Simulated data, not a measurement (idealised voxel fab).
Process module under the name voxel spacer lines
For reference, the cross-section in this document is cut, with width 190 nm and square cells of 5 nm.
Cross-section format: a grid of square cells, given as bands from top to bottom; each band is one or more rows of cells.
Quick guide to a band line: top height, bottom height (nm) up front; then every material left to right with its width in nm. Only one material and it's marked "throughout"? Then it fills the band edge to edge. And "empty" just means empty space.
All heights in this document are referenced to 0, defined as the level beneath which the wafer, as received, consists entirely of one material. The lowest band is not bounded below; it extends indefinitely downward and is written in the form "z 0 and below".
Per-row width for "30 to 40": begins at first number (top row of band), ends at second number (bottom row), increment between rows held constant.
Where a step carries "remained unchanged", the cross-section came out of it unchanged, cell for cell.
Reported under the label "Enclosed voids" are the empty spaces having no open way to the top and comprising 8 cells or more; the notation for each is width x height at distance, in which the distance is measured from the left edge and all three values are in nm.
Note: text after step settings on the step line = simulator remark on that step.
overlay nm: on a step with a mask, how far right of its planned place the mask lay; negative means left.
**Listed below are the process steps as planned**
1 RECEIVE | material Si
2 CONFORMAL_DEP | material Al2O3 | thk nm 10
3 DIRECTIONAL_DEP | material TiN | thk nm 10
4 DIRECTIONAL_DEP | material aC | thk nm 30
5 PATTERN | tone cover | mask id MANDREL | material resist | width nm 15 | pitch nm 50 | thk nm 40 | overlay nm 0
6 DIRECTIONAL_ETCH | etch materials aC | depth nm 30
7 STRIP | etch materials resist
8 CONFORMAL_DEP | material SiN | thk nm 10
9 DIRECTIONAL_ETCH | etch materials SiN | depth nm 10
10 STRIP | etch materials aC
11 DIRECTIONAL_ETCH | etch materials TiN | depth nm 10
12 STRIP | etch materials SiN
**First wafer, two in total, run as planned**
**Shown in cross-section is the wafer as received, that is, as it stands after step 1**
* z 0 and below: Si throughout
* Enclosed voids: none
**Cross-section through the wafer, step 2 finished**
* z 10 to 0: Al2O3 throughout
* Beneath the level 0, the cross-section is identical to its previous state.
**Cross-section through the wafer, step 3 finished**
* z 20 to 10: TiN throughout
* Beneath the level 10, the cross-section is identical to its previous state.
**Cross-section through the wafer, step 4 finished**
* z 50 to 20: aC throughout
* Beneath the level 20, the cross-section is identical to its previous state.
**Cross-section through the wafer, step 5 finished**
* z 90 to 50: empty: 60 | resist: 15 | empty: 35 | resist: 15 | empty: 65
* Beneath the level 50, the cross-section is identical to its previous state.
**Cross-section through the wafer, step 6 finished**
* z 60 to 50: empty: 60 | resist: 15 | empty: 35 | resist: 15 | empty: 65
* z 50 to 20: empty: 60 | aC: 15 | empty: 35 | aC: 15 | empty: 65
* Beneath the level 20, the cross-section is identical to its previous state.
**Cross-section through the wafer, step 7 finished**
* z 50 to 20: empty: 60 | aC: 15 | empty: 35 | aC: 15 | empty: 65
* Beneath the level 20, the cross-section is identical to its previous state.
**Cross-section through the wafer, step 8 finished**
* z 60 to 50: empty: 50 | SiN: 35 | empty: 15 | SiN: 35 | empty: 55
* z 50 to 30: empty: 50 | SiN: 10 | aC: 15 | SiN: 10 | empty: 15 | SiN: 10 | aC: 15 | SiN: 10 | empty: 55
* z 30 to 20: SiN: 60 | aC: 15 | SiN: 35 | aC: 15 | SiN: 65
* Beneath the level 20, the cross-section is identical to its previous state.
**Cross-section through the wafer, step 9 finished**
* z 50 to 20: empty: 50 | SiN: 10 | aC: 15 | SiN: 10 | empty: 15 | SiN: 10 | aC: 15 | SiN: 10 | empty: 55
* Beneath the level 20, the cross-section is identical to its previous state.
**Cross-section through the wafer, step 10 finished**
* z 50 to 20: empty: 50 | SiN: 10 | empty: 15 | SiN: 10 | empty: 15 | SiN: 10 | empty: 15 | SiN: 10 | empty: 55
* Beneath the level 20, the cross-section is identical to its previous state.
**Cross-section through the wafer, step 11 finished**
* z 50 to 20: empty: 50 | SiN: 10 | empty: 15 | SiN: 10 | empty: 15 | SiN: 10 | empty: 15 | SiN: 10 | empty: 55
* z 20 to 10: empty: 50 | TiN: 10 | empty: 15 | TiN: 10 | empty: 15 | TiN: 10 | empty: 15 | TiN: 10 | empty: 55
* Beneath the level 10, the cross-section is identical to its previous state.
**Cross-section through the wafer, step 12 finished**
* z 20 to 10: empty: 50 | TiN: 10 | empty: 15 | TiN: 10 | empty: 15 | TiN: 10 | empty: 15 | TiN: 10 | empty: 55
* Beneath the level 10, the cross-section is identical to its previous state.
**Okay, second wafer. Nothing different at the start, nothing different in the plan, just one mistake somewhere in the running. As far as step 1, counting that step, it's the first wafer all over again**
**Second wafer, sectioned view, at step 2's planned end time**
* z 10 to 0: TiN throughout
* Beneath the level 0, the cross-section is identical to its previous state.
**Second wafer, sectioned view, at step 3's planned end time**
* z 20 to 10: Al2O3 throughout
* Beneath the level 10, the cross-section is identical to its previous state.
**Second wafer, sectioned view, at step 4's planned end time**
* z 50 to 20: aC throughout
* Beneath the level 20, the cross-section is identical to its previous state.
**Second wafer, sectioned view, at step 5's planned end time**
* z 90 to 50: empty: 60 | resist: 15 | empty: 35 | resist: 15 | empty: 65
* Beneath the level 50, the cross-section is identical to its previous state.
**Second wafer, sectioned view, at step 6's planned end time**
* z 60 to 50: empty: 60 | resist: 15 | empty: 35 | resist: 15 | empty: 65
* z 50 to 20: empty: 60 | aC: 15 | empty: 35 | aC: 15 | empty: 65
* Beneath the level 20, the cross-section is identical to its previous state.
**Second wafer, sectioned view, at step 7's planned end time**
* z 50 to 20: empty: 60 | aC: 15 | empty: 35 | aC: 15 | empty: 65
* Beneath the level 20, the cross-section is identical to its previous state.
**Second wafer, sectioned view, at step 8's planned end time**
* z 60 to 50: empty: 50 | SiN: 35 | empty: 15 | SiN: 35 | empty: 55
* z 50 to 30: empty: 50 | SiN: 10 | aC: 15 | SiN: 10 | empty: 15 | SiN: 10 | aC: 15 | SiN: 10 | empty: 55
* z 30 to 20: SiN: 60 | aC: 15 | SiN: 35 | aC: 15 | SiN: 65
* Beneath the level 20, the cross-section is identical to its previous state.
**Second wafer, sectioned view, at step 9's planned end time**
* z 50 to 20: empty: 50 | SiN: 10 | aC: 15 | SiN: 10 | empty: 15 | SiN: 10 | aC: 15 | SiN: 10 | empty: 55
* Beneath the level 20, the cross-section is identical to its previous state.
**Second wafer, sectioned view, at step 10's planned end time**
* z 50 to 20: empty: 50 | SiN: 10 | empty: 15 | SiN: 10 | empty: 15 | SiN: 10 | empty: 15 | SiN: 10 | empty: 55
* Beneath the level 20, the cross-section is identical to its previous state.
Second wafer, sectioned view, at step 11's planned end time: remained unchanged
**Second wafer, sectioned view, at step 12's planned end time**
* z 20 to 10: Al2O3 throughout
* Beneath the level 10, the cross-section is identical to its previous state.
Misprocessing identified: steps 2 and 3: order swapped relative to plan
Once processing is complete, comparing cell counts shows that the second wafer has more or fewer of certain materials than the first: TiN +60
